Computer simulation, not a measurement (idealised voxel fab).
A process module follows: voxel air gaps.
Square cell edge 5 nm, section width 250 nm, ID cut.
Cross-section layout: square cells on a grid; listed as bands, top to bottom; a band spans one or more cell rows.
Band: top height; bottom height; in nm. Then, left to right: material with width in nm, for each material. "throughout": a single material spanning edge to edge. "blank": empty space.
We count height from 0. Below that, the starting wafer is all one material. The lowest band never ends at the bottom but goes on down; see "top 0, no bottom" for how that is written.
Width: "30..40" (first number = top row, second number = bottom row, same change from row to row of cells).
When a step is marked "remains unaltered", none of the cells in the cross-section changed during that step.
In "Fully closed voids" the enclosed voids are listed, meaning empty spaces of 8 cells or larger without any opening to the top. The form is width x height at distance, distance from the left edge, units nm.
On a step's line, text after the settings is the simulator commenting on that step.
overlay nm: right-of-plan distance of the mask on a masked step; negative values mean left-of-plan.
If you're wondering how to read the rest of this, here's the deal. It's pairs of cross-sections: one from before a process step, one from after it. The after one is only drawn as far down as the lowest band that changed. Right under each pair you'll see which step sits between them and what its settings were. Don't read the pairs as one continuous story, though. They can come from different runs of this module on the same starting wafer, and a pair only carries on from the one above it where its entry headed "Pre-process" says so.

# Pre-process
  top 75, bottom 60  aC (80); blank (15); aC (25); blank (15); aC (25); blank (15); aC (75)
  top 60, bottom 20  SiO2 (80); blank (15); SiO2 (25); blank (15); SiO2 (25); blank (15); SiO2 (75)
  top 20, bottom 15  SiN throughout
  top 15, bottom 0  SiO2 throughout
  top 0, no bottom  Si throughout
  Fully closed voids: none

# Cross-Section Thereafter
  top 60, bottom 20  SiO2 (80); blank (15); SiO2 (25); blank (15); SiO2 (25); blank (15); SiO2 (75)
  Unchanged below 20.
  Fully closed voids: none
Before/after cross-sections above; step in between: STRIP, etch materials aC

Pre-process: The prior state of this step coincides with the post-step cross-section of the pair just above.

# Cross-Section Thereafter
  top 65, bottom 60  TiN (85); blank (5); TiN (35); blank (5); TiN (35); blank (5); TiN (80)
  top 60, bottom 25  SiO2 (80); TiN (5); blank (5); TiN (5); SiO2 (25); TiN (5); blank (5); TiN (5); SiO2 (25); TiN (5); blank (5); TiN (5); SiO2 (75)
  top 25, bottom 20  SiO2 (80); TiN (15); SiO2 (25); TiN (15); SiO2 (25); TiN (15); SiO2 (75)
  Unchanged below 20.
  Fully closed voids: none
Before/after cross-sections above; step in between: CONFORMAL_DEP, material TiN, thk nm 5

Pre-process: The prior state of this step coincides with the post-step cross-section of the pair just above.

# Cross-Section Thereafter
  top 70, bottom 65  Cu throughout
  top 65, bottom 60  TiN (85); Cu (5); TiN (35); Cu (5); TiN (35); Cu (5); TiN (80)
  top 60, bottom 25  SiO2 (80); TiN (5); Cu (5); TiN (5); SiO2 (25); TiN (5); Cu (5); TiN (5); SiO2 (25); TiN (5); Cu (5); TiN (5); SiO2 (75)
  Unchanged below 25.
  Fully closed voids: none
Before/after cross-sections above; step in between: FILL_DEP, material Cu, thk nm 5

Pre-process: The prior state of this step coincides with the post-step cross-section of the pair just above.

# Cross-Section Thereafter
  top 60, bottom 25  SiO2 (80); TiN (5); Cu (5); TiN (5); SiO2 (25); TiN (5); Cu (5); TiN (5); SiO2 (25); TiN (5); Cu (5); TiN (5); SiO2 (75)
  Unchanged below 25.
  Fully closed voids: none
Before/after cross-sections above; step in between: CMP, height nm 60

Pre-process: The prior state of this step coincides with the post-step cross-section of the pair just above.

# Cross-Section Thereafter
  top 70, bottom 60  blank (70); Ru (35); blank (5); Ru (35); blank (5); Ru (35); blank (65)
  Unchanged below 60.
  Fully closed voids: none
Before/after cross-sections above; step in between: EPI, material Ru, thk nm 10

Pre-process: The prior state of this step coincides with the post-step cross-section of the pair just above.

# Cross-Section Thereafter
  top 70, bottom 60  blank (70); Ru (35); blank (5); Ru (35); blank (5); Ru (35); blank (65)
  top 60, bottom 25  blank (80); TiN (5); Cu (5); TiN (5); blank (25); TiN (5); Cu (5); TiN (5); blank (25); TiN (5); Cu (5); TiN (5); blank (75)
  top 25, bottom 20  blank (80); TiN (15); blank (25); TiN (15); blank (25); TiN (15); blank (75)
  Unchanged below 20.
  Fully closed voids: none
Before/after cross-sections above; step in between: SELECTIVE_ETCH, etch materials SiO2, depth nm 50

Pre-process: The prior state of this step coincides with the post-step cross-section of the pair just above.

# Cross-Section Thereafter
  top 75, bottom 70  blank (65); SiCN (125); blank (60)
  top 70, bottom 60  blank (65); SiCN (5); Ru (35); SiCN (5); Ru (35); SiCN (5); Ru (35); SiCN (5); blank (60)
  top 60, bottom 55  blank (65); SiCN (15); TiN (5); Cu (5); TiN (5); SiCN (25); TiN (5); Cu (5); TiN (5); SiCN (25); TiN (5); Cu (5); TiN (5); SiCN (15); blank (60)
  top 55, bottom 25  blank (75); SiCN (5); TiN (5); Cu (5); TiN (5); SiCN (5); blank (15); SiCN (5); TiN (5); Cu (5); TiN (5); SiCN (5); blank (15); SiCN (5); TiN (5); Cu (5); TiN (5); SiCN (5); blank (70)
  top 25, bottom 20  SiCN (80); TiN (15); SiCN (25); TiN (15); SiCN (25); TiN (15); SiCN (75)
  Unchanged below 20.
  Fully closed voids: 15 x 30 at 100; 15 x 30 at 140
Before/after cross-sections above; step in between: CONFORMAL_DEP, material SiCN, thk nm 5

# Pre-process
  top 65, bottom 60  TiN (80); blank (5); TiN (35); blank (5); TiN (35); blank (5); TiN (85)
  top 60, bottom 25  SiO2 (75); TiN (5); blank (5); TiN (5); SiO2 (25); TiN (5); blank (5); TiN (5); SiO2 (25); TiN (5); blank (5); TiN (5); SiO2 (80)
  top 25, bottom 20  SiO2 (75); TiN (15); SiO2 (25); TiN (15); SiO2 (25); TiN (15); SiO2 (80)
  top 20, bottom 15  SiN throughout
  top 15, bottom 0  SiO2 throughout
  top 0, no bottom  Si throughout
  Fully closed voids: none

# Cross-Section Thereafter
  top 70, bottom 65  aC throughout
  top 65, bottom 60  TiN (80); aC (5); TiN (35); aC (5); TiN (35); aC (5); TiN (85)
  top 60, bottom 25  SiO2 (75); TiN (5); aC (5); TiN (5); SiO2 (25); TiN (5); aC (5); TiN (5); SiO2 (25); TiN (5); aC (5); TiN (5); SiO2 (80)
  Unchanged below 25.
  Fully closed voids: none
Before/after cross-sections above; step in between: FILL_DEP, material aC, thk nm 5

Pre-process: The prior state of this step coincides with the post-step cross-section of the pair just above.

# Cross-Section Thereafter
  top 60, bottom 25  SiO2 (75); TiN (5); aC (5); TiN (5); SiO2 (25); TiN (5); aC (5); TiN (5); SiO2 (25); TiN (5); aC (5); TiN (5); SiO2 (80)
  Unchanged below 25.
  Fully closed voids: none
Before/after cross-sections above; step in between: CMP, height nm 60

Pre-process: The prior state of this step coincides with the post-step cross-section of the pair just above.

# Cross-Section Thereafter
  top 70, bottom 60  blank (65); Ru (35); blank (5); Ru (35); blank (5); Ru (35); blank (70)
  Unchanged below 60.
  Fully closed voids: none
Before/after cross-sections above; step in between: EPI, material Ru, thk nm 10

Pre-process: The prior state of this step coincides with the post-step cross-section of the pair just above.

# Cross-Section Thereafter
  top 70, bottom 60  blank (65); Ru (35); blank (5); Ru (35); blank (5); Ru (35); blank (70)
  top 60, bottom 25  blank (75); TiN (5); aC (5); TiN (5); blank (25); TiN (5); aC (5); TiN (5); blank (25); TiN (5); aC (5); TiN (5); blank (80)
  top 25, bottom 20  blank (75); TiN (15); blank (25); TiN (15); blank (25); TiN (15); blank (80)
  Unchanged below 20.
  Fully closed voids: none
Before/after cross-sections above; step in between: SELECTIVE_ETCH, etch materials SiO2, depth nm 50

Pre-process: The prior state of this step coincides with the post-step cross-section of the pair just above.

# Cross-Section Thereafter
  top 75, bottom 70  blank (60); SiCN (125); blank (65)
  top 70, bottom 60  blank (60); SiCN (5); Ru (35); SiCN (5); Ru (35); SiCN (5); Ru (35); SiCN (5); blank (65)
  top 60, bottom 55  blank (60); SiCN (15); TiN (5); aC (5); TiN (5); SiCN (25); TiN (5); aC (5); TiN (5); SiCN (25); TiN (5); aC (5); TiN (5); SiCN (15); blank (65)
  top 55, bottom 25  blank (70); SiCN (5); TiN (5); aC (5); TiN (5); SiCN (5); blank (15); SiCN (5); TiN (5); aC (5); TiN (5); SiCN (5); blank (15); SiCN (5); TiN (5); aC (5); TiN (5); SiCN (5); blank (75)
  top 25, bottom 20  SiCN (75); TiN (15); SiCN (25); TiN (15); SiCN (25); TiN (15); SiCN (80)
  Unchanged below 20.
  Fully closed voids: 15 x 30 at 95; 15 x 30 at 135
Before/after cross-sections above; step in between: CONFORMAL_DEP, material SiCN, thk nm 5

# Pre-process
  top 75, bottom 60  aC throughout
  top 60, bottom 20  SiO2 throughout
  top 20, bottom 15  SiN throughout
  top 15, bottom 0  SiO2 throughout
  top 0, no bottom  Si throughout
  Fully closed voids: none

# Cross-Section Thereafter
  top 110, bottom 75  blank (75); resist (15); blank (25); resist (15); blank (25); resist (15); blank (80)
  Unchanged below 75.
  Fully closed voids: none
Before/after cross-sections above; step in between: PATTERN, tone cover, mask id LINES, material resist, width nm 15, pitch nm 40, thk nm 35, overlay nm 0

Pre-process: The prior state of this step coincides with the post-step cross-section of the pair just above.

# Cross-Section Thereafter
  top 95, bottom 75  blank (75); resist (15); blank (25); resist (15); blank (25); resist (15); blank (80)
  top 75, bottom 60  blank (75); aC (15); blank (25); aC (15); blank (25); aC (15); blank (80)
  Unchanged below 60.
  Fully closed voids: none
Before/after cross-sections above; step in between: DIRECTIONAL_ETCH, etch materials aC, depth nm 15

Pre-process: The prior state of this step coincides with the post-step cross-section of the pair just above.

# Cross-Section Thereafter
  top 75, bottom 60  blank (75); aC (15); blank (25); aC (15); blank (25); aC (15); blank (80)
  Unchanged below 60.
  Fully closed voids: none
Before/after cross-sections above; step in between: STRIP, etch materials resist

Pre-process: The prior state of this step coincides with the post-step cross-section of the pair just above.

# Cross-Section Thereafter
  top 75, bottom 60  blank (75); aC (15); blank (25); aC (15); blank (25); aC (15); blank (80)
  top 60, bottom 20  blank (75); SiO2 (15); blank (25); SiO2 (15); blank (25); SiO2 (15); blank (80)
  Unchanged below 20.
  Fully closed voids: none
Before/after cross-sections above; step in between: DIRECTIONAL_ETCH, etch materials SiO2, depth nm 40

Pre-process: The prior state of this step coincides with the post-step cross-section of the pair just above.

# Cross-Section Thereafter
  top 60, bottom 20  blank (75); SiO2 (15); blank (25); SiO2 (15); blank (25); SiO2 (15); blank (80)
  Unchanged below 20.
  Fully closed voids: none
Before/after cross-sections above; step in between: STRIP, etch materials aC

Pre-process: The prior state of this step coincides with the post-step cross-section of the pair just above.

# Cross-Section Thereafter
  top 65, bottom 60  blank (70); TiN (25); blank (15); TiN (25); blank (15); TiN (25); blank (75)
  top 60, bottom 25  blank (70); TiN (5); SiO2 (15); TiN (5); blank (15); TiN (5); SiO2 (15); TiN (5); blank (15); TiN (5); SiO2 (15); TiN (5); blank (75)
  top 25, bottom 20  TiN (75); SiO2 (15); TiN (25); SiO2 (15); TiN (25); SiO2 (15); TiN (80)
  Unchanged below 20.
  Fully closed voids: none
Before/after cross-sections above; step in between: CONFORMAL_DEP, material TiN, thk nm 5

Pre-process: The prior state of this step coincides with the post-step cross-section of the pair just above.

# Cross-Section Thereafter
  top 70, bottom 65  Cu throughout
  top 65, bottom 60  Cu (70); TiN (25); Cu (15); TiN (25); Cu (15); TiN (25); Cu (75)
  top 60, bottom 25  Cu (70); TiN (5); SiO2 (15); TiN (5); Cu (15); TiN (5); SiO2 (15); TiN (5); Cu (15); TiN (5); SiO2 (15); TiN (5); Cu (75)
  Unchanged below 25.
  Fully closed voids: none
Before/after cross-sections above; step in between: FILL_DEP, material Cu, thk nm 5

Pre-process: The prior state of this step coincides with the post-step cross-section of the pair just above.

# Cross-Section Thereafter
  top 60, bottom 25  Cu (70); TiN (5); SiO2 (15); TiN (5); Cu (15); TiN (5); SiO2 (15); TiN (5); Cu (15); TiN (5); SiO2 (15); TiN (5); Cu (75)
  Unchanged below 25.
  Fully closed voids: none
Before/after cross-sections above; step in between: CMP, height nm 60

Pre-process: The prior state of this step coincides with the post-step cross-section of the pair just above.

# Cross-Section Thereafter
  top 70, bottom 60  Ru throughout
  Unchanged below 60.
  Fully closed voids: none
Before/after cross-sections above; step in between: EPI, material Ru, thk nm 10

Pre-process: The prior state of this step coincides with the post-step cross-section of the pair just above.

# Cross-Section Thereafter
  top 75, bottom 70  SiCN throughout
  Unchanged below 70.
  Fully closed voids: none
Before/after cross-sections above; step in between: CONFORMAL_DEP, material SiCN, thk nm 5
